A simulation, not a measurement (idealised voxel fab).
This is a process module. Its name is voxel ribs on slabs.
140 nm wide, 5 nm square cells: that's cross-section cut.
In this document a cross-section is written as a grid of square cells. It is given as a series of bands, listed from the top down, and a band is one or more rows of cells.
This entry defines a band. It first specifies the height of the band's top and the height of its bottom in nm, and then specifies the band's materials from left to right, stating each material with its width in nm. The word "full width" identifies a single material that fills the band from edge to edge, while the word "air" identifies empty space.
Where do heights start? At 0: under that level the wafer as delivered is made of one material only. And the lowest band has no floor; it just carries on downward, as in "0 nm and below".
With a width like "30->40", each row of cells in the band differs from the next by the same amount, the top row carrying the first number and the bottom row the second.
What does "remains unaltered" mean for a step? It means no cell of the cross-section changed in that step.
"Trapped void list" specifies each empty space that is not open to the top and that occupies no fewer than 8 cells, using the form width x height at distance, the distance measured from the left edge and all three quantities in nm.
Heads up: the bit after the settings on a step's line is the simulator's remark on that step.
Each step line may optionally specify "overlay nm", which for a step with a mask gives the rightward distance between the mask's planned place and where it lay, a negative value indicating the leftward direction.

## Process steps - plan
| 1 | RECEIVE with material Si |
| 2 | DIRECTIONAL_DEP with material SiO2, thk nm 20 |
| 3 | DIRECTIONAL_DEP with material polySi, thk nm 25 |
| 4 | PATTERN with tone cover, mask id RIB, material resist, width nm 30, thk nm 15, overlay nm 0 |
| 5 | DIRECTIONAL_ETCH with etch materials polySi, depth nm 10 |
| 6 | STRIP with etch materials resist |
| 7 | DIRECTIONAL_DEP with material aC, thk nm 15 |
| 8 | PATTERN with tone cover, mask id SLAB, material resist, width nm 90, thk nm 30, overlay nm 0 |
| 9 | DIRECTIONAL_ETCH with etch materials aC, depth nm 15 |
| 10 | STRIP with etch materials resist |
| 11 | DIRECTIONAL_ETCH with etch materials polySi, depth nm 15 |
| 12 | STRIP with etch materials aC |
| 13 | FILL_DEP with material SiO2, thk nm 25 |
| 14 | CMP with height nm 60 |
| 15 | DIRECTIONAL_DEP with material W, thk nm 10 |
| 16 | MASKED_ETCH with tone cover, mask id HEATER, width nm 40, etch materials W, depth nm 10, overlay nm 0 |
| 17 | CONFORMAL_DEP with material SiN, thk nm 10 |

## Run as planned: first of two wafers

## Here's what the wafer looked like in cross-section when it arrived - that's after step 1
* 0 nm and below = Si full width
* Trapped void list: none

## State of the wafer after step 2, shown in cross-section
* 20 nm to 0 nm = SiO2 full width
* No changes below 0.

## State of the wafer after step 3, shown in cross-section
* 45 nm to 20 nm = polySi full width
* No changes below 20.

## State of the wafer after step 4, shown in cross-section
* 60 nm to 45 nm = 55 air; 30 resist; 55 air
* No changes below 45.

## State of the wafer after step 5, shown in cross-section
* 60 nm to 45 nm = 55 air; 30 resist; 55 air
* 45 nm to 35 nm = 55 air; 30 polySi; 55 air
* No changes below 35.

## State of the wafer after step 6, shown in cross-section
* 45 nm to 35 nm = 55 air; 30 polySi; 55 air
* No changes below 35.

## State of the wafer after step 7, shown in cross-section
* 60 nm to 50 nm = 55 air; 30 aC; 55 air
* 50 nm to 45 nm = aC full width
* 45 nm to 35 nm = 55 aC; 30 polySi; 55 aC
* No changes below 35.

## State of the wafer after step 8, shown in cross-section
* 90 nm to 60 nm = 25 air; 90 resist; 25 air
* 60 nm to 50 nm = 25 air; 30 resist; 30 aC; 30 resist; 25 air
* No changes below 50.

## State of the wafer after step 9, shown in cross-section
* 75 nm to 60 nm = 25 air; 90 resist; 25 air
* 60 nm to 50 nm = 25 air; 30 resist; 30 aC; 30 resist; 25 air
* 50 nm to 45 nm = 25 air; 90 aC; 25 air
* 45 nm to 35 nm = 25 air; 30 aC; 30 polySi; 30 aC; 25 air
* No changes below 35.

## State of the wafer after step 10, shown in cross-section
* 60 nm to 50 nm = 55 air; 30 aC; 55 air
* No changes below 50.

## State of the wafer after step 11, shown in cross-section
* 60 nm to 50 nm = 55 air; 30 aC; 55 air
* 50 nm to 45 nm = 25 air; 90 aC; 25 air
* 45 nm to 35 nm = 25 air; 30 aC; 30 polySi; 30 aC; 25 air
* 35 nm to 20 nm = 25 air; 90 polySi; 25 air
* No changes below 20.

## State of the wafer after step 12, shown in cross-section
* 45 nm to 35 nm = 55 air; 30 polySi; 55 air
* No changes below 35.

## State of the wafer after step 13, shown in cross-section
* 70 nm to 45 nm = SiO2 full width
* 45 nm to 35 nm = 55 SiO2; 30 polySi; 55 SiO2
* 35 nm to 20 nm = 25 SiO2; 90 polySi; 25 SiO2
* No changes below 20.

## State of the wafer after step 14, shown in cross-section
* 60 nm to 45 nm = SiO2 full width
* No changes below 45.

## State of the wafer after step 15, shown in cross-section
* 70 nm to 60 nm = W full width
* No changes below 60.

## State of the wafer after step 16, shown in cross-section
* 70 nm to 60 nm = 50 air; 40 W; 50 air
* No changes below 60.

## State of the wafer after step 17, shown in cross-section
* 80 nm to 70 nm = 40 air; 60 SiN; 40 air
* 70 nm to 60 nm = 50 SiN; 40 W; 50 SiN
* No changes below 60.

## Wafer two. Identical start, identical plan. One mistake in execution. Identical history through step 1

## Second wafer, cut view, end of step 2 per plan
* 40 nm to 0 nm = SiO2 full width
* No changes below 0.

## Second wafer, cut view, end of step 3 per plan
* 65 nm to 40 nm = polySi full width
* No changes below 40.

## Second wafer, cut view, end of step 4 per plan
* 80 nm to 65 nm = 55 air; 30 resist; 55 air
* No changes below 65.

## Second wafer, cut view, end of step 5 per plan
* 80 nm to 65 nm = 55 air; 30 resist; 55 air
* 65 nm to 55 nm = 55 air; 30 polySi; 55 air
* No changes below 55.

## Second wafer, cut view, end of step 6 per plan
* 65 nm to 55 nm = 55 air; 30 polySi; 55 air
* No changes below 55.

## Second wafer, cut view, end of step 7 per plan
* 80 nm to 70 nm = 55 air; 30 aC; 55 air
* 70 nm to 65 nm = aC full width
* 65 nm to 55 nm = 55 aC; 30 polySi; 55 aC
* No changes below 55.

## Second wafer, cut view, end of step 8 per plan
* 110 nm to 80 nm = 25 air; 90 resist; 25 air
* 80 nm to 70 nm = 25 air; 30 resist; 30 aC; 30 resist; 25 air
* No changes below 70.

## Second wafer, cut view, end of step 9 per plan
* 95 nm to 80 nm = 25 air; 90 resist; 25 air
* 80 nm to 70 nm = 25 air; 30 resist; 30 aC; 30 resist; 25 air
* 70 nm to 65 nm = 25 air; 90 aC; 25 air
* 65 nm to 55 nm = 25 air; 30 aC; 30 polySi; 30 aC; 25 air
* No changes below 55.

## Second wafer, cut view, end of step 10 per plan
* 80 nm to 70 nm = 55 air; 30 aC; 55 air
* No changes below 70.

## Second wafer, cut view, end of step 11 per plan
* 80 nm to 70 nm = 55 air; 30 aC; 55 air
* 70 nm to 65 nm = 25 air; 90 aC; 25 air
* 65 nm to 55 nm = 25 air; 30 aC; 30 polySi; 30 aC; 25 air
* 55 nm to 40 nm = 25 air; 90 polySi; 25 air
* No changes below 40.

## Second wafer, cut view, end of step 12 per plan
* 65 nm to 55 nm = 55 air; 30 polySi; 55 air
* No changes below 55.

## Second wafer, cut view, end of step 13 per plan
* 90 nm to 65 nm = SiO2 full width
* 65 nm to 55 nm = 55 SiO2; 30 polySi; 55 SiO2
* 55 nm to 40 nm = 25 SiO2; 90 polySi; 25 SiO2
* No changes below 40.

## Second wafer, cut view, end of step 14 per plan
* 60 nm to 55 nm = 55 SiO2; 30 polySi; 55 SiO2
* No changes below 55.

## Second wafer, cut view, end of step 15 per plan
* 70 nm to 60 nm = W full width
* No changes below 60.

## Second wafer, cut view, end of step 16 per plan
* 70 nm to 60 nm = 50 air; 40 W; 50 air
* No changes below 60.

## Second wafer, cut view, end of step 17 per plan
* 80 nm to 70 nm = 40 air; 60 SiN; 40 air
* 70 nm to 60 nm = 50 SiN; 40 W; 50 SiN
* No changes below 60.
Heads up, the wafer didn't run the way we planned it: step 2 of the plan was carried out twice
Counted in cells at the end, the second wafer holds more or fewer of these materials than the first: SiO2: 6 more, polySi: 6 fewer
